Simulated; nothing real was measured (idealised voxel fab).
The document below concerns the process module designated voxel local oxidation.
It is cross-section cut that appears here, measuring 235 nm in width, its square cells being 5 nm in size.
Cross-section spec: square-cell grid; bands listed top down; each band is one or more rows. The band entry comprises the height of the band's top followed by the height of its bottom, expressed in nm, and subsequently the band's materials from left to right, each stated together with its width in nm. Where a single material is marked with the word "all across", that material fills the band from edge to edge. The word "air" represents empty space. It should be noted that heights are counted from 0, beneath which the wafer as supplied is of one material throughout, and that the lowest band possesses no lower boundary but continues downward, as written in "0 and below". You'd read "30->40" like this: the band's top row of cells is as wide as the first number, its bottom row is as wide as the second, and going down, every row changes width by the same amount as the row before did. For the purposes of this document, the phrase "stayed the same" attached to a step denotes that no cell within the cross-section was modified by that step. Closed-off voids of 8+ cells (no open route to the top) go in "Internal closed voids", written width x height at distance from the left edge, in nm. On each step's line, the part that comes after the settings is the simulator's own comment on the step. On any step carrying a mask, the "overlay nm" setting, if present on the step's line, tells how far right of its planned place the mask lay; negative values point to the left.

[Listed below are the process steps as planned]
- 1: RECEIVE (material Si)
- 2: OXIDIZE (depth nm 5)
- 3: CONFORMAL_DEP (material SiN; thk nm 15)
- 4: PATTERN (tone cover; mask id ACTIVE; material resist; width nm 120; thk nm 20; overlay nm 0)
- 5: DIRECTIONAL_ETCH (etch materials SiN; depth nm 15)
- 6: STRIP (etch materials resist)
- 7: SELECTIVE_ETCH (etch materials SiO2; depth nm 5)
- 8: OXIDIZE (depth nm 10)
- 9: STRIP (etch materials SiN)
Quick note for whoever runs this: the wafers start identical, but the width nm at step 4 isn't the same across them. The plan just shows what the first wafer had.

[As-received cross-section, first of several wafers, post step 1]
> 0 and below: Si all across
> Internal closed voids: none

[Cross-sectional representation of the first of several wafers at the end of the module, i.e. after its terminal step, step 9]
> 0 down to -5: 60 of air | 110 of SiO2 | 65 of air
> -5 down to -15: 70 of SiO2 | 90 of Si | 75 of SiO2
> -15 and below: Si all across
> Internal closed voids: none

[The final wafer, sectioned at module end]
> 0 down to -5: 50 of air | 135 of SiO2 | 50 of air
> -5 down to -15: 60 of SiO2 | 115 of Si | 60 of SiO2
> -15 and below: Si all across
> Internal closed voids: none

[What follows is a table in which each wafer occupies a row; for the wafer as it stands at the close of the module, the row states, material by material, how many cells have been gained (+) or lost (-) since receipt, and then gives its closed voids]
width nm 120, -105 Si, +80 SiO2, Internal closed voids: none
width nm 125, -103 Si, +79 SiO2, Internal closed voids: none
width nm 130, -101 Si, +78 SiO2, Internal closed voids: none
width nm 135, -99 Si, +77 SiO2, Internal closed voids: none
width nm 140, -97 Si, +76 SiO2, Internal closed voids: none
width nm 145, -95 Si, +75 SiO2, Internal closed voids: none
